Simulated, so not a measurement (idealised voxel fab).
process module | voxel released beams
cross-section cut | 280 nm wide | cells 5 nm
A cross-section is a grid of square cells, given in bands from the top down. A band is one or more rows of cells.
Each band's line starts with the height of the band's top and of its bottom, in nm. Then come its materials from left to right, each with its width in nm. One material with "throughout" fills the band from edge to edge. "air" is empty space.
Height 0 is the level under which the wafer as received is all one material. The lowest band goes on downwards, as in "0 down".
A width such as "30 to 40" changes by the same amount from each row of cells to the next, from the band's top row to its bottom row.
"no change" after a step means that no cell of the cross-section changed.
closed voids: empty space of 8 cells or more with no open way to the top, each as width x height at its distance from the left edge, in nm
after a step's settings: what the simulator itself notes on the step
overlay nm, on a step with a mask: how far to the right of its planned place the mask lay; to the left if negative
plan
1 op RECEIVE | material Si
2 op CONFORMAL_DEP | material SiN | thk nm 5
3 op DIRECTIONAL_DEP | material SiO2 | thk nm 20
4 op PATTERN | tone open | mask id ANCHOR | material resist | width nm 30 | thk nm 15 | overlay nm 0
5 op DIRECTIONAL_ETCH | etch materials SiO2 | depth nm 20
6 op STRIP | etch materials resist
7 op CONFORMAL_DEP | material TiN | thk nm 10
8 op DIRECTIONAL_DEP | material aC | thk nm 10
9 op PATTERN | tone cover | mask id BEAM | material resist | width nm 105 | thk nm 30 | overlay nm 0
10 op DIRECTIONAL_ETCH | etch materials aC | depth nm 10
11 op STRIP | etch materials resist
12 op DIRECTIONAL_ETCH | etch materials TiN | depth nm 10
13 op STRIP | etch materials aC
14 op STRIP | etch materials SiO2
first wafer, as planned
as received, after step 1
  0 down: Si throughout
  closed voids: none
after step 2
  5 to 0: SiN throughout
  below 0: unchanged
after step 3
  25 to 5: SiO2 throughout
  below 5: unchanged
after step 4
  40 to 25: resist 90 | air 30 | resist 160
  below 25: unchanged
after step 5
  40 to 25: resist 90 | air 30 | resist 160
  25 to 5: SiO2 90 | air 30 | SiO2 160
  below 5: unchanged
after step 6
  25 to 5: SiO2 90 | air 30 | SiO2 160
  below 5: unchanged
after step 7
  35 to 25: TiN 100 | air 10 | TiN 170
  25 to 15: SiO2 90 | TiN 10 | air 10 | TiN 10 | SiO2 160
  15 to 5: SiO2 90 | TiN 30 | SiO2 160
  below 5: unchanged
after step 8
  45 to 35: aC 100 | air 10 | aC 170
  35 to 25: TiN 100 | air 10 | TiN 170
  25 to 15: SiO2 90 | TiN 10 | aC 10 | TiN 10 | SiO2 160
  below 15: unchanged
after step 9
  75 to 45: air 85 | resist 105 | air 90
  45 to 35: aC 100 | resist 10 | aC 170
  35 to 25: TiN 100 | resist 10 | TiN 170
  below 25: unchanged
after step 10
  65 to 45: air 85 | resist 105 | air 90
  45 to 35: air 85 | aC 15 | resist 10 | aC 80 | air 90
  below 35: unchanged
after step 11
  45 to 35: air 85 | aC 15 | air 10 | aC 80 | air 90
  35 to 25: TiN 100 | air 10 | TiN 170
  below 25: unchanged
after step 12
  45 to 35: air 85 | aC 15 | air 10 | aC 80 | air 90
  35 to 25: air 85 | TiN 15 | air 10 | TiN 80 | air 90
  below 25: unchanged
after step 13
  35 to 25: air 85 | TiN 15 | air 10 | TiN 80 | air 90
  25 to 15: SiO2 90 | TiN 10 | air 10 | TiN 10 | SiO2 160
  below 15: unchanged
after step 14
  35 to 25: air 85 | TiN 15 | air 10 | TiN 80 | air 90
  25 to 15: air 90 | TiN 10 | air 10 | TiN 10 | air 160
  15 to 5: air 90 | TiN 30 | air 160
  below 5: unchanged
second wafer: like start, like plan, one mistake. Through step 3 it matches the first wafer
when step 4 should have ended
  40 to 25: resist 95 | air 20 | resist 165
  below 25: unchanged
when step 5 should have ended
  40 to 25: resist 95 | air 20 | resist 165
  25 to 5: SiO2 95 | air 20 | SiO2 165
  below 5: unchanged
when step 6 should have ended
  25 to 5: SiO2 95 | air 20 | SiO2 165
  below 5: unchanged
when step 7 should have ended
  35 to 25: TiN throughout
  25 to 5: SiO2 95 | TiN 20 | SiO2 165
  below 5: unchanged
when step 8 should have ended
  45 to 35: aC throughout
  below 35: unchanged
when step 9 should have ended
  75 to 45: air 85 | resist 105 | air 90
  below 45: unchanged
when step 10 should have ended
  65 to 45: air 85 | resist 105 | air 90
  45 to 35: air 85 | aC 105 | air 90
  below 35: unchanged
when step 11 should have ended
  45 to 35: air 85 | aC 105 | air 90
  below 35: unchanged
when step 12 should have ended
  45 to 35: air 85 | aC 105 | air 90
  35 to 25: air 85 | TiN 105 | air 90
  below 25: unchanged
when step 13 should have ended
  35 to 25: air 85 | TiN 105 | air 90
  below 25: unchanged
when step 14 should have ended
  35 to 25: air 85 | TiN 105 | air 90
  25 to 5: air 95 | TiN 20 | air 165
  below 5: unchanged
what went wrong: step 4 ran as: op PATTERN | tone open | mask id ANCHOR | material resist | width nm 20 | thk nm 15 | overlay nm 0
at the end the second wafer has, in cells: as many of each material as the first, in other places
